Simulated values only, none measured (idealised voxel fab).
This section sets out a process module, namely voxel released beams.
Xsec cut, 255 nm wide, square cell size 5 nm.
A cross-section is a grid of square cells, given in bands from the top down. A band is one or more rows of cells. In this notation a band is specified by the heights of its top and bottom, in that order and in nm, after which its materials appear from left to right, each paired with its width in nm. The word "edge to edge" attached to a single material means that material fills the band from edge to edge; the word "air" stands for empty space. All heights in this document are referenced to 0, defined as the level beneath which the wafer, as received, consists entirely of one material. The lowest band is not bounded below; it extends indefinitely downward and is written in the form "z 0 and below". Width spec "30 to 40" -> top row of cells at first value, bottom row at second value, equal per-row change in between. The cross-section has no changed cell in any step marked "nothing got changed". What "Catalogued sealed voids" gives you is every empty space of 8 cells or more that is cut off from the top. Each appears as width x height at distance, with the distance taken from the left edge and width, height and distance all in nm. On a step's line, text after the settings is the simulator commenting on that step. overlay nm: right-of-plan distance of the mask on a masked step; negative values mean left-of-plan.

## Process steps foreseen in the plan
step 1: RECEIVE | material Si
step 2: CONFORMAL_DEP | material Al2O3 | thk nm 10
step 3: DIRECTIONAL_DEP | material SiO2 | thk nm 10
step 4: DIRECTIONAL_DEP | material aC | thk nm 15
step 5: PATTERN | tone open | mask id ANCHOR | material resist | width nm 30 | thk nm 35 | overlay nm 0
step 6: DIRECTIONAL_ETCH | etch materials aC | depth nm 15
step 7: STRIP | etch materials resist
step 8: DIRECTIONAL_ETCH | etch materials SiO2 | depth nm 10
step 9: STRIP | etch materials aC
step 10: CONFORMAL_DEP | material SiN | thk nm 10
step 11: MASKED_ETCH | tone cover | mask id BEAM | width nm 100 | etch materials SiN | depth nm 10 | overlay nm 0
step 12: STRIP | etch materials SiO2

## Cross-section of the incoming wafer, state after step 1
	z 0 and below = Si edge to edge
	Catalogued sealed voids: none

## Cross-section taken at module completion on the first of two wafers; processed per the plan
	z 30 to 20 = air=75  SiN=15  air=10  SiN=75  air=80
	z 20 to 10 = air=80  SiN=30  air=145
	z 10 to 0 = Al2O3 edge to edge
	z 0 and below = Si edge to edge
	Catalogued sealed voids: none

## Module end: cross-section of wafer two of two. Same start and process plan as the first wafer. One mistake during execution
	z 20 to 10 = air=75  SiN=15  air=10  SiN=75  air=80
	z 10 to 0 = air=80  SiN=30  air=145
	z 0 and below = Si edge to edge
	Catalogued sealed voids: none
What broke from the plan during processing? skipped: plan step 2 (never run)
Heads up, by the end the second wafer has more or fewer cells of some materials compared to the first: Al2O3 -102
